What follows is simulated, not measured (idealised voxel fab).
Module name: voxel local oxidation (process module)
In the cross-section labelled cut, the width is 255 nm and each square cell is 5 nm.
Cross-section format: a grid of square cells, given as bands from top to bottom; each band is one or more rows of cells. Top, bottom (nm), then materials left to right with widths (nm); lone material tagged "all across" fills the whole band edge to edge; "empty" = empty space. It should be noted that heights are counted from 0, beneath which the wafer as supplied is of one material throughout, and that the lowest band possesses no lower boundary but continues downward, as written in "0..down". The two numbers in a width such as "30->40" mark its ends across the band: the first belongs to the top row of cells, the second to the bottom row, and from each row to the next the width moves by the same amount. "nothing altered" (step): cross-section cells unchanged, all of them. Heads up: "Fully enclosed voids" only lists the empty pockets with no open path to the top that are 8 cells or more, and it writes them as width x height at distance, distance from the left edge, in nm. If you see something after the settings on a step's line, that's the simulator's own remark about that step. "overlay nm" answers the question of how far to the right of plan the mask lay on a step that has a mask, and when it is negative the answer is to the left.
# Planned step list for the process
1) RECEIVE: material Si
2) OXIDIZE: depth nm 5
3) CONFORMAL_DEP: material SiN, thk nm 10
4) PATTERN: tone cover, mask id ACTIVE, material resist, width nm 105, thk nm 20, overlay nm 0
5) DIRECTIONAL_ETCH: etch materials SiN, depth nm 10
6) STRIP: etch materials resist
7) SELECTIVE_ETCH: etch materials SiO2, depth nm 5
8) OXIDIZE: depth nm 10
9) STRIP: etch materials SiN
# as received, after step 1
> 0..down  Si all across
> Fully enclosed voids: none
# Cross-section taken at module completion on the first of two wafers; processed per the plan
> 0..-5  80 of empty, 95 of SiO2, 80 of empty
> -5..-15  90 of SiO2, 75 of Si, 90 of SiO2
> -15..down  Si all across
> Fully enclosed voids: none
# This is the second of the two wafers, cross-sectioned at the end of the module; it started exactly like the first and was given the same plan, but it was run with one mistake
> 5..-5  SiO2 all across
> -5..down  Si all across
> Fully enclosed voids: none
Here's what went sideways: step 3 deviated from plan and actually ran as CONFORMAL_DEP: material SiO2, thk nm 10
Final difference in cells, second wafer against first, listed per material as more or fewer: +72 Si | +11 SiO2
